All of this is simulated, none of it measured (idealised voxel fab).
Proc. module: voxel air gaps
cross-section cut | 280 nm wide | cells 5 nm
Notation: cross-section as square-cell grid; stated in bands, top first, going down; one or more cell rows per band. For a band, the entry starts with two heights in nm, that of the top and then that of the bottom, and carries on with the band's materials in order from left to right, each alongside its width in nm; the word "all across" beside a single material means it fills the band edge to edge, and "air" means empty space. Heights are reckoned from 0. Under this level, the received wafer is all of one material. The bottommost band is open-ended downward, for example "0 and below". It should be noted that a width expressed as "30 to 40" varies in equal increments from row to row of cells within the band, taking the value of the first number at the top row and that of the second number at the bottom row. It should be understood that the words "stayed the same", when stated for a given step, signify that the cross-section underwent no change in any of its cells during that step. Under "Cavities, closed" you'll find the enclosed gaps, the ones with no way out to the top, that are 8 cells or bigger; each reads width x height at distance, with distance counted from the left edge, everything in nm. On each step's line, the part that comes after the settings is the simulator's own comment on the step. If you see "overlay nm" on a step's line and that step has a mask, it's telling you how far right of where it was planned the mask ended up; a negative number means it went left instead. In what follows, pairs of cross-sections are presented, each taken before and after one process step, with the after cross-section shown only down to the lowest band that was altered; the step, together with its settings, is stated below the pair. The pairs may stem from different runs of this module on the same starting wafer; accordingly, a pair should be taken as continuing from the one above it solely where its entry headed "Pre-step geometry" indicates as much.
# Pre-step geometry
    0 and below: Si all across
    Cavities, closed: none
# Cross-Section After Step
    10 down to 0: SiO2 all across
    Heights below 0 show no change.
    Cavities, closed: none
Connecting step for the cross-sections above: CONFORMAL_DEP [material SiO2] [thk nm 10]
Pre-step geometry: check the pair just above; its after cross-section is our before state.
# Cross-Section After Step
    15 down to 10: SiCN all across
    Heights below 10 show no change.
    Cavities, closed: none
Connecting step for the cross-sections above: CONFORMAL_DEP [material SiCN] [thk nm 5]
Pre-step geometry: check the pair just above; its after cross-section is our before state.
# Cross-Section After Step
    45 down to 15: lowk all across
    Heights below 15 show no change.
    Cavities, closed: none
Connecting step for the cross-sections above: DIRECTIONAL_DEP [material lowk] [thk nm 30]
Pre-step geometry: check the pair just above; its after cross-section is our before state.
# Cross-Section After Step
    60 down to 45: resist: 60, then air: 20, then resist: 25, then air: 20, then resist: 25, then air: 20, then resist: 25, then air: 20, then resist: 65
    Heights below 45 show no change.
    Cavities, closed: none
Connecting step for the cross-sections above: PATTERN [tone open] [mask id LINES] [material resist] [width nm 20] [pitch nm 45] [thk nm 15] [overlay nm 0]
Pre-step geometry: check the pair just above; its after cross-section is our before state.
# Cross-Section After Step
    60 down to 45: resist: 60, then air: 20, then resist: 25, then air: 20, then resist: 25, then air: 20, then resist: 25, then air: 20, then resist: 65
    45 down to 15: lowk: 60, then air: 20, then lowk: 25, then air: 20, then lowk: 25, then air: 20, then lowk: 25, then air: 20, then lowk: 65
    Heights below 15 show no change.
    Cavities, closed: none
Connecting step for the cross-sections above: DIRECTIONAL_ETCH [etch materials lowk] [depth nm 30]
Pre-step geometry: check the pair just above; its after cross-section is our before state.
# Cross-Section After Step
    45 down to 15: lowk: 60, then air: 20, then lowk: 25, then air: 20, then lowk: 25, then air: 20, then lowk: 25, then air: 20, then lowk: 65
    Heights below 15 show no change.
    Cavities, closed: none
Connecting step for the cross-sections above: STRIP [etch materials resist]
Pre-step geometry: check the pair just above; its after cross-section is our before state.
# Cross-Section After Step
    50 down to 45: TiN: 65, then air: 10, then TiN: 35, then air: 10, then TiN: 35, then air: 10, then TiN: 35, then air: 10, then TiN: 70
    45 down to 20: lowk: 60, then TiN: 5, then air: 10, then TiN: 5, then lowk: 25, then TiN: 5, then air: 10, then TiN: 5, then lowk: 25, then TiN: 5, then air: 10, then TiN: 5, then lowk: 25, then TiN: 5, then air: 10, then TiN: 5, then lowk: 65
    20 down to 15: lowk: 60, then TiN: 20, then lowk: 25, then TiN: 20, then lowk: 25, then TiN: 20, then lowk: 25, then TiN: 20, then lowk: 65
    Heights below 15 show no change.
    Cavities, closed: none
Connecting step for the cross-sections above: CONFORMAL_DEP [material TiN] [thk nm 5]
Pre-step geometry: check the pair just above; its after cross-section is our before state.
# Cross-Section After Step
    55 down to 50: Cu all across
    50 down to 45: TiN: 65, then Cu: 10, then TiN: 35, then Cu: 10, then TiN: 35, then Cu: 10, then TiN: 35, then Cu: 10, then TiN: 70
    45 down to 20: lowk: 60, then TiN: 5, then Cu: 10, then TiN: 5, then lowk: 25, then TiN: 5, then Cu: 10, then TiN: 5, then lowk: 25, then TiN: 5, then Cu: 10, then TiN: 5, then lowk: 25, then TiN: 5, then Cu: 10, then TiN: 5, then lowk: 65
    Heights below 20 show no change.
    Cavities, closed: none
Connecting step for the cross-sections above: FILL_DEP [material Cu] [thk nm 5]
Pre-step geometry: check the pair just above; its after cross-section is our before state.
# Cross-Section After Step
    45 down to 20: lowk: 60, then TiN: 5, then Cu: 10, then TiN: 5, then lowk: 25, then TiN: 5, then Cu: 10, then TiN: 5, then lowk: 25, then TiN: 5, then Cu: 10, then TiN: 5, then lowk: 25, then TiN: 5, then Cu: 10, then TiN: 5, then lowk: 65
    Heights below 20 show no change.
    Cavities, closed: none
Connecting step for the cross-sections above: CMP [height nm 45]
Pre-step geometry: check the pair just above; its after cross-section is our before state.
# Cross-Section After Step
    55 down to 45: air: 50, then Ru: 40, then air: 5, then Ru: 40, then air: 5, then Ru: 40, then air: 5, then Ru: 40, then air: 55
    Heights below 45 show no change.
    Cavities, closed: none
Connecting step for the cross-sections above: EPI [material Ru] [thk nm 10]
Pre-step geometry: check the pair just above; its after cross-section is our before state.
# Cross-Section After Step
    55 down to 45: air: 50, then Ru: 40, then air: 5, then Ru: 40, then air: 5, then Ru: 40, then air: 5, then Ru: 40, then air: 55
    45 down to 20: air: 60, then TiN: 5, then Cu: 10, then TiN: 5, then air: 25, then TiN: 5, then Cu: 10, then TiN: 5, then air: 25, then TiN: 5, then Cu: 10, then TiN: 5, then air: 25, then TiN: 5, then Cu: 10, then TiN: 5, then air: 65
    20 down to 15: air: 60, then TiN: 20, then air: 25, then TiN: 20, then air: 25, then TiN: 20, then air: 25, then TiN: 20, then air: 65
    Heights below 15 show no change.
    Cavities, closed: none
Connecting step for the cross-sections above: SELECTIVE_ETCH [etch materials lowk] [depth nm 40]
Pre-step geometry: check the pair just above; its after cross-section is our before state.
# Cross-Section After Step
    60 down to 55: air: 45, then SiCN: 185, then air: 50
    55 down to 45: air: 45, then SiCN: 5, then Ru: 40, then SiCN: 5, then Ru: 40, then SiCN: 5, then Ru: 40, then SiCN: 5, then Ru: 40, then SiCN: 5, then air: 50
    45 down to 40: air: 45, then SiCN: 15, then TiN: 5, then Cu: 10, then TiN: 5, then SiCN: 25, then TiN: 5, then Cu: 10, then TiN: 5, then SiCN: 25, then TiN: 5, then Cu: 10, then TiN: 5, then SiCN: 25, then TiN: 5, then Cu: 10, then TiN: 5, then SiCN: 15, then air: 50
    40 down to 20: air: 55, then SiCN: 5, then TiN: 5, then Cu: 10, then TiN: 5, then SiCN: 5, then air: 15, then SiCN: 5, then TiN: 5, then Cu: 10, then TiN: 5, then SiCN: 5, then air: 15, then SiCN: 5, then TiN: 5, then Cu: 10, then TiN: 5, then SiCN: 5, then air: 15, then SiCN: 5, then TiN: 5, then Cu: 10, then TiN: 5, then SiCN: 5, then air: 60
    20 down to 15: SiCN: 60, then TiN: 20, then SiCN: 25, then TiN: 20, then SiCN: 25, then TiN: 20, then SiCN: 25, then TiN: 20, then SiCN: 65
    Heights below 15 show no change.
    Cavities, closed: 15 x 20 at 85; 15 x 20 at 130; 15 x 20 at 175
Connecting step for the cross-sections above: CONFORMAL_DEP [material SiCN] [thk nm 5]
# Pre-step geometry
    10 down to 0: SiO2 all across
    0 and below: Si all across
    Cavities, closed: none
# Cross-Section After Step
    40 down to 10: lowk all across
    Heights below 10 show no change.
    Cavities, closed: none
Connecting step for the cross-sections above: DIRECTIONAL_DEP [material lowk] [thk nm 30]
Pre-step geometry: check the pair just above; its after cross-section is our before state.
# Cross-Section After Step
    55 down to 40: resist: 60, then air: 20, then resist: 25, then air: 20, then resist: 25, then air: 20, then resist: 25, then air: 20, then resist: 65
    Heights below 40 show no change.
    Cavities, closed: none
Connecting step for the cross-sections above: PATTERN [tone open] [mask id LINES] [material resist] [width nm 20] [pitch nm 45] [thk nm 15] [overlay nm 0]
Pre-step geometry: check the pair just above; its after cross-section is our before state.
# Cross-Section After Step
    55 down to 40: resist: 60, then air: 20, then resist: 25, then air: 20, then resist: 25, then air: 20, then resist: 25, then air: 20, then resist: 65
    40 down to 10: lowk: 60, then air: 20, then lowk: 25, then air: 20, then lowk: 25, then air: 20, then lowk: 25, then air: 20, then lowk: 65
    Heights below 10 show no change.
    Cavities, closed: none
Connecting step for the cross-sections above: DIRECTIONAL_ETCH [etch materials lowk] [depth nm 30]
Pre-step geometry: check the pair just above; its after cross-section is our before state.
# Cross-Section After Step
    40 down to 10: lowk: 60, then air: 20, then lowk: 25, then air: 20, then lowk: 25, then air: 20, then lowk: 25, then air: 20, then lowk: 65
    Heights below 10 show no change.
    Cavities, closed: none
Connecting step for the cross-sections above: STRIP [etch materials resist]
Pre-step geometry: check the pair just above; its after cross-section is our before state.
# Cross-Section After Step
    45 down to 40: TiN: 65, then air: 10, then TiN: 35, then air: 10, then TiN: 35, then air: 10, then TiN: 35, then air: 10, then TiN: 70
    40 down to 15: lowk: 60, then TiN: 5, then air: 10, then TiN: 5, then lowk: 25, then TiN: 5, then air: 10, then TiN: 5, then lowk: 25, then TiN: 5, then air: 10, then TiN: 5, then lowk: 25, then TiN: 5, then air: 10, then TiN: 5, then lowk: 65
    15 down to 10: lowk: 60, then TiN: 20, then lowk: 25, then TiN: 20, then lowk: 25, then TiN: 20, then lowk: 25, then TiN: 20, then lowk: 65
    Heights below 10 show no change.
    Cavities, closed: none
Connecting step for the cross-sections above: CONFORMAL_DEP [material TiN] [thk nm 5]
Pre-step geometry: check the pair just above; its after cross-section is our before state.
# Cross-Section After Step
    50 down to 45: Cu all across
    45 down to 40: TiN: 65, then Cu: 10, then TiN: 35, then Cu: 10, then TiN: 35, then Cu: 10, then TiN: 35, then Cu: 10, then TiN: 70
    40 down to 15: lowk: 60, then TiN: 5, then Cu: 10, then TiN: 5, then lowk: 25, then TiN: 5, then Cu: 10, then TiN: 5, then lowk: 25, then TiN: 5, then Cu: 10, then TiN: 5, then lowk: 25, then TiN: 5, then Cu: 10, then TiN: 5, then lowk: 65
    Heights below 15 show no change.
    Cavities, closed: none
Connecting step for the cross-sections above: FILL_DEP [material Cu] [thk nm 5]
Pre-step geometry: check the pair just above; its after cross-section is our before state.
# Cross-Section After Step
    45 down to 40: TiN: 65, then Cu: 10, then TiN: 35, then Cu: 10, then TiN: 35, then Cu: 10, then TiN: 35, then Cu: 10, then TiN: 70
    Heights below 40 show no change.
    Cavities, closed: none
Connecting step for the cross-sections above: CMP [height nm 45]
Pre-step geometry: check the pair just above; its after cross-section is our before state.
# Cross-Section After Step
    55 down to 45: Ru all across
    Heights below 45 show no change.
    Cavities, closed: none
Connecting step for the cross-sections above: EPI [material Ru] [thk nm 10]
Pre-step geometry: check the pair just above; its after cross-section is our before state.
# Cross-Section After Step
    60 down to 55: SiCN all across
    Heights below 55 show no change.
    Cavities, closed: none
Connecting step for the cross-sections above: CONFORMAL_DEP [material SiCN] [thk nm 5]
# Pre-step geometry
    55 down to 45: air: 50, then Ru: 40, then air: 5, then Ru: 40, then air: 5, then Ru: 40, then air: 5, then Ru: 40, then air: 55
    45 down to 20: lowk: 60, then TiN: 5, then Cu: 10, then TiN: 5, then lowk: 25, then TiN: 5, then Cu: 10, then TiN: 5, then lowk: 25, then TiN: 5, then Cu: 10, then TiN: 5, then lowk: 25, then TiN: 5, then Cu: 10, then TiN: 5, then lowk: 65
    20 down to 15: lowk: 60, then TiN: 20, then lowk: 25, then TiN: 20, then lowk: 25, then TiN: 20, then lowk: 25, then TiN: 20, then lowk: 65
    15 down to 10: SiCN all across
    10 down to 0: SiO2 all across
    0 and below: Si all across
    Cavities, closed: none
# Cross-Section After Step
    65 down to 45: air: 40, then Ru: 195, then air: 45
    Heights below 45 show no change.
    Cavities, closed: none
Connecting step for the cross-sections above: EPI [material Ru] [thk nm 10]
Pre-step geometry: check the pair just above; its after cross-section is our before state.
# Cross-Section After Step
    65 down to 45: air: 40, then Ru: 195, then air: 45
    45 down to 20: air: 60, then TiN: 5, then Cu: 10, then TiN: 5, then lowk: 25, then TiN: 5, then Cu: 10, then TiN: 5, then lowk: 25, then TiN: 5, then Cu: 10, then TiN: 5, then lowk: 25, then TiN: 5, then Cu: 10, then TiN: 5, then air: 65
    20 down to 15: air: 60, then TiN: 20, then lowk: 25, then TiN: 20, then lowk: 25, then TiN: 20, then lowk: 25, then TiN: 20, then air: 65
    Heights below 15 show no change.
    Cavities, closed: none
Connecting step for the cross-sections above: SELECTIVE_ETCH [etch materials lowk] [depth nm 40]
Pre-step geometry: check the pair just above; its after cross-section is our before state.
# Cross-Section After Step
    70 down to 65: air: 35, then SiCN: 205, then air: 40
    65 down to 45: air: 35, then SiCN: 5, then Ru: 195, then SiCN: 5, then air: 40
    45 down to 40: air: 35, then SiCN: 25, then TiN: 5, then Cu: 10, then TiN: 5, then lowk: 25, then TiN: 5, then Cu: 10, then TiN: 5, then lowk: 25, then TiN: 5, then Cu: 10, then TiN: 5, then lowk: 25, then TiN: 5, then Cu: 10, then TiN: 5, then SiCN: 25, then air: 40
    40 down to 20: air: 55, then SiCN: 5, then TiN: 5, then Cu: 10, then TiN: 5, then lowk: 25, then TiN: 5, then Cu: 10, then TiN: 5, then lowk: 25, then TiN: 5, then Cu: 10, then TiN: 5, then lowk: 25, then TiN: 5, then Cu: 10, then TiN: 5, then SiCN: 5, then air: 60
    20 down to 15: SiCN: 60, then TiN: 20, then lowk: 25, then TiN: 20, then lowk: 25, then TiN: 20, then lowk: 25, then TiN: 20, then SiCN: 65
    Heights below 15 show no change.
    Cavities, closed: none
Connecting step for the cross-sections above: CONFORMAL_DEP [material SiCN] [thk nm 5]
# Pre-step geometry
    0 and below: Si all across
    Cavities, closed: none
# Cross-Section After Step
    5 down to 0: SiCN all across
    Heights below 0 show no change.
    Cavities, closed: none
Connecting step for the cross-sections above: CONFORMAL_DEP [material SiCN] [thk nm 5]
Pre-step geometry: check the pair just above; its after cross-section is our before state.
# Cross-Section After Step
    15 down to 5: SiO2 all across
    Heights below 5 show no change.
    Cavities, closed: none
Connecting step for the cross-sections above: CONFORMAL_DEP [material SiO2] [thk nm 10]
Pre-step geometry: check the pair just above; its after cross-section is our before state.
# Cross-Section After Step
    45 down to 15: lowk all across
    Heights below 15 show no change.
    Cavities, closed: none
Connecting step for the cross-sections above: DIRECTIONAL_DEP [material lowk] [thk nm 30]
Pre-step geometry: check the pair just above; its after cross-section is our before state.
# Cross-Section After Step
    60 down to 45: resist: 60, then air: 20, then resist: 25, then air: 20, then resist: 25, then air: 20, then resist: 25, then air: 20, then resist: 65
    Heights below 45 show no change.
    Cavities, closed: none
Connecting step for the cross-sections above: PATTERN [tone open] [mask id LINES] [material resist] [width nm 20] [pitch nm 45] [thk nm 15] [overlay nm 0]
Pre-step geometry: check the pair just above; its after cross-section is our before state.
# Cross-Section After Step
    60 down to 45: resist: 60, then air: 20, then resist: 25, then air: 20, then resist: 25, then air: 20, then resist: 25, then air: 20, then resist: 65
    45 down to 15: lowk: 60, then air: 20, then lowk: 25, then air: 20, then lowk: 25, then air: 20, then lowk: 25, then air: 20, then lowk: 65
    Heights below 15 show no change.
    Cavities, closed: none
Connecting step for the cross-sections above: DIRECTIONAL_ETCH [etch materials lowk] [depth nm 30]
Pre-step geometry: check the pair just above; its after cross-section is our before state.
# Cross-Section After Step
    45 down to 15: lowk: 60, then air: 20, then lowk: 25, then air: 20, then lowk: 25, then air: 20, then lowk: 25, then air: 20, then lowk: 65
    Heights below 15 show no change.
    Cavities, closed: none
Connecting step for the cross-sections above: STRIP [etch materials resist]
Pre-step geometry: check the pair just above; its after cross-section is our before state.
# Cross-Section After Step
    50 down to 45: TiN: 65, then air: 10, then TiN: 35, then air: 10, then TiN: 35, then air: 10, then TiN: 35, then air: 10, then TiN: 70
    45 down to 20: lowk: 60, then TiN: 5, then air: 10, then TiN: 5, then lowk: 25, then TiN: 5, then air: 10, then TiN: 5, then lowk: 25, then TiN: 5, then air: 10, then TiN: 5, then lowk: 25, then TiN: 5, then air: 10, then TiN: 5, then lowk: 65
    20 down to 15: lowk: 60, then TiN: 20, then lowk: 25, then TiN: 20, then lowk: 25, then TiN: 20, then lowk: 25, then TiN: 20, then lowk: 65
    Heights below 15 show no change.
    Cavities, closed: none
Connecting step for the cross-sections above: CONFORMAL_DEP [material TiN] [thk nm 5]
Pre-step geometry: check the pair just above; its after cross-section is our before state.
# Cross-Section After Step
    55 down to 50: Cu all across
    50 down to 45: TiN: 65, then Cu: 10, then TiN: 35, then Cu: 10, then TiN: 35, then Cu: 10, then TiN: 35, then Cu: 10, then TiN: 70
    45 down to 20: lowk: 60, then TiN: 5, then Cu: 10, then TiN: 5, then lowk: 25, then TiN: 5, then Cu: 10, then TiN: 5, then lowk: 25, then TiN: 5, then Cu: 10, then TiN: 5, then lowk: 25, then TiN: 5, then Cu: 10, then TiN: 5, then lowk: 65
    Heights below 20 show no change.
    Cavities, closed: none
Connecting step for the cross-sections above: FILL_DEP [material Cu] [thk nm 5]
Pre-step geometry: check the pair just above; its after cross-section is our before state.
# Cross-Section After Step
    45 down to 20: lowk: 60, then TiN: 5, then Cu: 10, then TiN: 5, then lowk: 25, then TiN: 5, then Cu: 10, then TiN: 5, then lowk: 25, then TiN: 5, then Cu: 10, then TiN: 5, then lowk: 25, then TiN: 5, then Cu: 10, then TiN: 5, then lowk: 65
    Heights below 20 show no change.
    Cavities, closed: none
Connecting step for the cross-sections above: CMP [height nm 45]
Pre-step geometry: check the pair just above; its after cross-section is our before state.
# Cross-Section After Step
    55 down to 45: air: 50, then Ru: 40, then air: 5, then Ru: 40, then air: 5, then Ru: 40, then air: 5, then Ru: 40, then air: 55
    Heights below 45 show no change.
    Cavities, closed: none
Connecting step for the cross-sections above: EPI [material Ru] [thk nm 10]
Pre-step geometry: check the pair just above; its after cross-section is our before state.
# Cross-Section After Step
    55 down to 45: air: 50, then Ru: 40, then air: 5, then Ru: 40, then air: 5, then Ru: 40, then air: 5, then Ru: 40, then air: 55
    45 down to 20: air: 60, then TiN: 5, then Cu: 10, then TiN: 5, then air: 25, then TiN: 5, then Cu: 10, then TiN: 5, then air: 25, then TiN: 5, then Cu: 10, then TiN: 5, then air: 25, then TiN: 5, then Cu: 10, then TiN: 5, then air: 65
    20 down to 15: air: 60, then TiN: 20, then air: 25, then TiN: 20, then air: 25, then TiN: 20, then air: 25, then TiN: 20, then air: 65
    Heights below 15 show no change.
    Cavities, closed: none
Connecting step for the cross-sections above: SELECTIVE_ETCH [etch materials lowk] [depth nm 40]
Pre-step geometry: check the pair just above; its after cross-section is our before state.
# Cross-Section After Step
    60 down to 55: air: 45, then SiCN: 185, then air: 50
    55 down to 45: air: 45, then SiCN: 5, then Ru: 40, then SiCN: 5, then Ru: 40, then SiCN: 5, then Ru: 40, then SiCN: 5, then Ru: 40, then SiCN: 5, then air: 50
    45 down to 40: air: 45, then SiCN: 15, then TiN: 5, then Cu: 10, then TiN: 5, then SiCN: 25, then TiN: 5, then Cu: 10, then TiN: 5, then SiCN: 25, then TiN: 5, then Cu: 10, then TiN: 5, then SiCN: 25, then TiN: 5, then Cu: 10, then TiN: 5, then SiCN: 15, then air: 50
    40 down to 20: air: 55, then SiCN: 5, then TiN: 5, then Cu: 10, then TiN: 5, then SiCN: 5, then air: 15, then SiCN: 5, then TiN: 5, then Cu: 10, then TiN: 5, then SiCN: 5, then air: 15, then SiCN: 5, then TiN: 5, then Cu: 10, then TiN: 5, then SiCN: 5, then air: 15, then SiCN: 5, then TiN: 5, then Cu: 10, then TiN: 5, then SiCN: 5, then air: 60
    20 down to 15: SiCN: 60, then TiN: 20, then SiCN: 25, then TiN: 20, then SiCN: 25, then TiN: 20, then SiCN: 25, then TiN: 20, then SiCN: 65
    Heights below 15 show no change.
    Cavities, closed: 15 x 20 at 85; 15 x 20 at 130; 15 x 20 at 175
Connecting step for the cross-sections above: CONFORMAL_DEP [material SiCN] [thk nm 5]
# Pre-step geometry
    45 down to 20: lowk: 60, then TiN: 5, then Cu: 10, then TiN: 5, then lowk: 25, then TiN: 5, then Cu: 10, then TiN: 5, then lowk: 25, then TiN: 5, then Cu: 10, then TiN: 5, then lowk: 25, then TiN: 5, then Cu: 10, then TiN: 5, then lowk: 65
    20 down to 15: lowk: 60, then TiN: 20, then lowk: 25, then TiN: 20, then lowk: 25, then TiN: 20, then lowk: 25, then TiN: 20, then lowk: 65
    15 down to 10: SiCN all across
    10 down to 0: SiO2 all across
    0 and below: Si all across
    Cavities, closed: none
# Cross-Section After Step
    50 down to 45: air: 55, then Ru: 30, then air: 15, then Ru: 30, then air: 15, then Ru: 30, then air: 15, then Ru: 30, then air: 60
    Heights below 45 show no change.
    Cavities, closed: none
Connecting step for the cross-sections above: EPI [material Ru] [thk nm 5]
Pre-step geometry: check the pair just above; its after cross-section is our before state.
# Cross-Section After Step
    50 down to 45: air: 55, then Ru: 30, then air: 15, then Ru: 30, then air: 15, then Ru: 30, then air: 15, then Ru: 30, then air: 60
    45 down to 20: air: 60, then TiN: 5, then Cu: 10, then TiN: 5, then air: 25, then TiN: 5, then Cu: 10, then TiN: 5, then air: 25, then TiN: 5, then Cu: 10, then TiN: 5, then air: 25, then TiN: 5, then Cu: 10, then TiN: 5, then air: 65
    20 down to 15: air: 60, then TiN: 20, then air: 25, then TiN: 20, then air: 25, then TiN: 20, then air: 25, then TiN: 20, then air: 65
    Heights below 15 show no change.
    Cavities, closed: none
Connecting step for the cross-sections above: SELECTIVE_ETCH [etch materials lowk] [depth nm 40]
Pre-step geometry: check the pair just above; its after cross-section is our before state.
# Cross-Section After Step
    55 down to 50: air: 50, then SiCN: 40, then air: 5, then SiCN: 40, then air: 5, then SiCN: 40, then air: 5, then SiCN: 40, then air: 55
    50 down to 45: air: 50, then SiCN: 5, then Ru: 30, then SiCN: 5, then air: 5, then SiCN: 5, then Ru: 30, then SiCN: 5, then air: 5, then SiCN: 5, then Ru: 30, then SiCN: 5, then air: 5, then SiCN: 5, then Ru: 30, then SiCN: 5, then air: 55
    45 down to 40: air: 50, then SiCN: 10, then TiN: 5, then Cu: 10, then TiN: 5, then SiCN: 10, then air: 5, then SiCN: 10, then TiN: 5, then Cu: 10, then TiN: 5, then SiCN: 10, then air: 5, then SiCN: 10, then TiN: 5, then Cu: 10, then TiN: 5, then SiCN: 10, then air: 5, then SiCN: 10, then TiN: 5, then Cu: 10, then TiN: 5, then SiCN: 10, then air: 55
    40 down to 20: air: 55, then SiCN: 5, then TiN: 5, then Cu: 10, then TiN: 5, then SiCN: 5, then air: 15, then SiCN: 5, then TiN: 5, then Cu: 10, then TiN: 5, then SiCN: 5, then air: 15, then SiCN: 5, then TiN: 5, then Cu: 10, then TiN: 5, then SiCN: 5, then air: 15, then SiCN: 5, then TiN: 5, then Cu: 10, then TiN: 5, then SiCN: 5, then air: 60
    20 down to 15: SiCN: 60, then TiN: 20, then SiCN: 25, then TiN: 20, then SiCN: 25, then TiN: 20, then SiCN: 25, then TiN: 20, then SiCN: 65
    Heights below 15 show no change.
    Cavities, closed: none
Connecting step for the cross-sections above: CONFORMAL_DEP [material SiCN] [thk nm 5]
# Pre-step geometry
    45 down to 15: lowk all across
    15 down to 10: SiCN all across
    10 down to 0: SiO2 all across
    0 and below: Si all across
    Cavities, closed: none
# Cross-Section After Step
    60 down to 45: resist: 65, then air: 15, then resist: 30, then air: 15, then resist: 30, then air: 15, then resist: 30, then air: 15, then resist: 65
    Heights below 45 show no change.
    Cavities, closed: none
Connecting step for the cross-sections above: PATTERN [tone open] [mask id LINES] [material resist] [width nm 15] [pitch nm 45] [thk nm 15] [overlay nm 0]
Pre-step geometry: check the pair just above; its after cross-section is our before state.
# Cross-Section After Step
    60 down to 45: resist: 65, then air: 15, then resist: 30, then air: 15, then resist: 30, then air: 15, then resist: 30, then air: 15, then resist: 65
    45 down to 15: lowk: 65, then air: 15, then lowk: 30, then air: 15, then lowk: 30, then air: 15, then lowk: 30, then air: 15, then lowk: 65
    Heights below 15 show no change.
    Cavities, closed: none
Connecting step for the cross-sections above: DIRECTIONAL_ETCH [etch materials lowk] [depth nm 30]
Pre-step geometry: check the pair just above; its after cross-section is our before state.
# Cross-Section After Step
    45 down to 15: lowk: 65, then air: 15, then lowk: 30, then air: 15, then lowk: 30, then air: 15, then lowk: 30, then air: 15, then lowk: 65
    Heights below 15 show no change.
    Cavities, closed: none
Connecting step for the cross-sections above: STRIP [etch materials resist]
Pre-step geometry: check the pair just above; its after cross-section is our before state.
# Cross-Section After Step
    50 down to 45: TiN: 70, then air: 5, then TiN: 40, then air: 5, then TiN: 40, then air: 5, then TiN: 40, then air: 5, then TiN: 70
    45 down to 20: lowk: 65, then TiN: 5, then air: 5, then TiN: 5, then lowk: 30, then TiN: 5, then air: 5, then TiN: 5, then lowk: 30, then TiN: 5, then air: 5, then TiN: 5, then lowk: 30, then TiN: 5, then air: 5, then TiN: 5, then lowk: 65
    20 down to 15: lowk: 65, then TiN: 15, then lowk: 30, then TiN: 15, then lowk: 30, then TiN: 15, then lowk: 30, then TiN: 15, then lowk: 65
    Heights below 15 show no change.
    Cavities, closed: none
Connecting step for the cross-sections above: CONFORMAL_DEP [material TiN] [thk nm 5]
Pre-step geometry: check the pair just above; its after cross-section is our before state.
# Cross-Section After Step
    55 down to 50: Cu all across
    50 down to 45: TiN: 70, then Cu: 5, then TiN: 40, then Cu: 5, then TiN: 40, then Cu: 5, then TiN: 40, then Cu: 5, then TiN: 70
    45 down to 20: lowk: 65, then TiN: 5, then Cu: 5, then TiN: 5, then lowk: 30, then TiN: 5, then Cu: 5, then TiN: 5, then lowk: 30, then TiN: 5, then Cu: 5, then TiN: 5, then lowk: 30, then TiN: 5, then Cu: 5, then TiN: 5, then lowk: 65
    Heights below 20 show no change.
    Cavities, closed: none
Connecting step for the cross-sections above: FILL_DEP [material Cu] [thk nm 5]
Pre-step geometry: check the pair just above; its after cross-section is our before state.
# Cross-Section After Step
    45 down to 20: lowk: 65, then TiN: 5, then Cu: 5, then TiN: 5, then lowk: 30, then TiN: 5, then Cu: 5, then TiN: 5, then lowk: 30, then TiN: 5, then Cu: 5, then TiN: 5, then lowk: 30, then TiN: 5, then Cu: 5, then TiN: 5, then lowk: 65
    Heights below 20 show no change.
    Cavities, closed: none
Connecting step for the cross-sections above: CMP [height nm 45]
Pre-step geometry: check the pair just above; its after cross-section is our before state.
# Cross-Section After Step
    55 down to 45: air: 55, then Ru: 35, then air: 10, then Ru: 35, then air: 10, then Ru: 35, then air: 10, then Ru: 35, then air: 55
    Heights below 45 show no change.
    Cavities, closed: none
Connecting step for the cross-sections above: EPI [material Ru] [thk nm 10]
Pre-step geometry: check the pair just above; its after cross-section is our before state.
# Cross-Section After Step
    55 down to 45: air: 55, then Ru: 35, then air: 10, then Ru: 35, then air: 10, then Ru: 35, then air: 10, then Ru: 35, then air: 55
    45 down to 20: air: 65, then TiN: 5, then Cu: 5, then TiN: 5, then air: 30, then TiN: 5, then Cu: 5, then TiN: 5, then air: 30, then TiN: 5, then Cu: 5, then TiN: 5, then air: 30, then TiN: 5, then Cu: 5, then TiN: 5, then air: 65
    20 down to 15: air: 65, then TiN: 15, then air: 30, then TiN: 15, then air: 30, then TiN: 15, then air: 30, then TiN: 15, then air: 65
    Heights below 15 show no change.
    Cavities, closed: none
Connecting step for the cross-sections above: SELECTIVE_ETCH [etch materials lowk] [depth nm 40]
Pre-step geometry: check the pair just above; its after cross-section is our before state.
# Cross-Section After Step
    60 down to 55: air: 50, then SiCN: 180, then air: 50
    55 down to 45: air: 50, then SiCN: 5, then Ru: 35, then SiCN: 10, then Ru: 35, then SiCN: 10, then Ru: 35, then SiCN: 10, then Ru: 35, then SiCN: 5, then air: 50
    45 down to 40: air: 50, then SiCN: 15, then TiN: 5, then Cu: 5, then TiN: 5, then SiCN: 30, then TiN: 5, then Cu: 5, then TiN: 5, then SiCN: 30, then TiN: 5, then Cu: 5, then TiN: 5, then SiCN: 30, then TiN: 5, then Cu: 5, then TiN: 5, then SiCN: 15, then air: 50
    40 down to 20: air: 60, then SiCN: 5, then TiN: 5, then Cu: 5, then TiN: 5, then SiCN: 5, then air: 20, then SiCN: 5, then TiN: 5, then Cu: 5, then TiN: 5, then SiCN: 5, then air: 20, then SiCN: 5, then TiN: 5, then Cu: 5, then TiN: 5, then SiCN: 5, then air: 20, then SiCN: 5, then TiN: 5, then Cu: 5, then TiN: 5, then SiCN: 5, then air: 60
    20 down to 15: SiCN: 65, then TiN: 15, then SiCN: 30, then TiN: 15, then SiCN: 30, then TiN: 15, then SiCN: 30, then TiN: 15, then SiCN: 65
    Heights below 15 show no change.
    Cavities, closed: 20 x 20 at 85; 20 x 20 at 130; 20 x 20 at 175
Connecting step for the cross-sections above: CONFORMAL_DEP [material SiCN] [thk nm 5]
# Pre-step geometry
    45 down to 15: lowk all across
    15 down to 10: SiCN all across
    10 down to 0: SiO2 all across
    0 and below: Si all across
    Cavities, closed: none
# Cross-Section After Step
    60 down to 45: resist: 70, then air: 20, then resist: 25, then air: 20, then resist: 25, then air: 20, then resist: 25, then air: 20, then resist: 55
    Heights below 45 show no change.
    Cavities, closed: none
Connecting step for the cross-sections above: PATTERN [tone open] [mask id LINES] [material resist] [width nm 20] [pitch nm 45] [thk nm 15] [overlay nm 10]
Pre-step geometry: check the pair just above; its after cross-section is our before state.
# Cross-Section After Step
    60 down to 45: resist: 70, then air: 20, then resist: 25, then air: 20, then resist: 25, then air: 20, then resist: 25, then air: 20, then resist: 55
    45 down to 15: lowk: 70, then air: 20, then lowk: 25, then air: 20, then lowk: 25, then air: 20, then lowk: 25, then air: 20, then lowk: 55
    Heights below 15 show no change.
    Cavities, closed: none
Connecting step for the cross-sections above: DIRECTIONAL_ETCH [etch materials lowk] [depth nm 30]
